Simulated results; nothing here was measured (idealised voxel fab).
process module | voxel capacitor over wiring
cross-section cut | 230 nm wide | cells 5 nm
A cross-section is a grid of square cells, given in bands from the top down. A band is one or more rows of cells.
Each band's line starts with the height of the band's top and of its bottom, in nm. Then come its materials from left to right, each with its width in nm. One material with "throughout" fills the band from edge to edge. "air" is empty space.
Height 0 is the level under which the wafer as received is all one material. The lowest band goes on downwards, as in "0 down".
A width such as "30 to 40" changes by the same amount from each row of cells to the next, from the band's top row to its bottom row.
"no change" after a step means that no cell of the cross-section changed.
closed voids: empty space of 8 cells or more with no open way to the top, each as width x height at its distance from the left edge, in nm
after a step's settings: what the simulator itself notes on the step
overlay nm, on a step with a mask: how far to the right of its planned place the mask lay; to the left if negative
plan
1 op RECEIVE | material Si
2 op CONFORMAL_DEP | material SiO2 | thk nm 15
3 op CONFORMAL_DEP | material SiN | thk nm 5
4 op DIRECTIONAL_DEP | material SiO2 | thk nm 15
5 op MASKED_ETCH | tone open | mask id METAL_1 | width nm 20 | pitch nm 90 | etch materials SiO2 | depth nm 15 | overlay nm 0
6 op MASKED_ETCH | tone open | mask id METAL_1 | width nm 20 | pitch nm 90 | etch materials SiN | depth nm 5 | overlay nm 0
7 op CONFORMAL_DEP | material TiN | thk nm 5
8 op FILL_DEP | material Cu | thk nm 5
9 op CMP | height nm 35
10 op CONFORMAL_DEP | material SiCN | thk nm 5
11 op DIRECTIONAL_DEP | material SiO2 | thk nm 15
12 op MASKED_ETCH | tone open | mask id PLUG_1 | width nm 15 | etch materials SiO2 | depth nm 15 | overlay nm 0
13 op MASKED_ETCH | tone open | mask id PLUG_1 | width nm 15 | etch materials SiCN | depth nm 5 | overlay nm 0
14 op CONFORMAL_DEP | material TiN | thk nm 5
15 op FILL_DEP | material Ru | thk nm 5
16 op CMP | height nm 55
17 op DIRECTIONAL_DEP | material TiN | thk nm 10
18 op DIRECTIONAL_DEP | material HfO2 | thk nm 5
19 op DIRECTIONAL_DEP | material TiN | thk nm 10
20 op MASKED_ETCH | tone cover | mask id UPPER_PLATE | width nm 75 | etch materials TiN | depth nm 10 | overlay nm 0
21 op MASKED_ETCH | tone cover | mask id UPPER_PLATE | width nm 75 | etch materials HfO2 | depth nm 5 | overlay nm 0
22 op MASKED_ETCH | tone cover | mask id LOWER_PLATE | width nm 85 | etch materials TiN | depth nm 10 | overlay nm 0
23 op FILL_DEP | material SiO2 | thk nm 20
24 op CMP | height nm 95
25 op PATTERN | tone open | mask id PLUG_2 | material resist | width nm 15 | thk nm 15 | overlay nm 0
26 op DIRECTIONAL_ETCH | etch materials SiO2 | depth nm 15
27 op STRIP | etch materials resist
28 op CONFORMAL_DEP | material TiN | thk nm 5
29 op FILL_DEP | material W | thk nm 5
30 op CMP | height nm 95
31 op CONFORMAL_DEP | material SiN | thk nm 5
as received, after step 1
  0 down: Si throughout
  closed voids: none
first wafer at the end, as planned
  100 to 95: SiN throughout
  95 to 85: SiO2 75 | TiN 5 | W 5 | TiN 5 | SiO2 140
  85 to 80: SiO2 75 | TiN 15 | SiO2 140
  80 to 70: SiO2 65 | TiN 75 | SiO2 90
  70 to 65: SiO2 65 | HfO2 75 | SiO2 90
  65 to 55: SiO2 60 | TiN 85 | SiO2 85
  55 to 40: SiO2 65 | TiN 5 | Ru 5 | TiN 5 | SiO2 150
  40 to 35: SiCN 65 | TiN 15 | SiCN 150
  35 to 20: SiO2 60 | TiN 5 | Cu 10 | TiN 5 | SiO2 70 | TiN 5 | Cu 10 | TiN 5 | SiO2 60
  20 to 15: SiN 60 | TiN 20 | SiN 70 | TiN 20 | SiN 60
  15 to 0: SiO2 throughout
  0 down: Si throughout
  closed voids: none
second wafer at the end: like start, like plan, one mistake
  100 to 95: SiN throughout
  95 to 85: SiO2 75 | TiN 5 | W 5 | TiN 5 | SiO2 140
  85 to 80: SiO2 75 | TiN 15 | SiO2 140
  80 to 70: SiO2 65 | TiN 75 | SiO2 90
  70 to 65: SiO2 65 | HfO2 75 | SiO2 90
  65 to 55: SiO2 65 | TiN 75 | SiO2 90
  55 to 40: SiO2 65 | TiN 5 | Ru 5 | TiN 5 | SiO2 150
  40 to 35: SiCN 65 | TiN 15 | SiCN 150
  35 to 20: SiO2 60 | TiN 5 | Cu 10 | TiN 5 | SiO2 70 | TiN 5 | Cu 10 | TiN 5 | SiO2 60
  20 to 15: SiN 60 | TiN 20 | SiN 70 | TiN 20 | SiN 60
  15 to 0: SiO2 throughout
  0 down: Si throughout
  closed voids: none
what went wrong: step 22 ran as: op MASKED_ETCH | tone cover | mask id LOWER_PLATE | width nm 75 | etch materials TiN | depth nm 10 | overlay nm 0
at the end the second wafer has, in cells: 4 more of SiO2 | 4 fewer of TiN
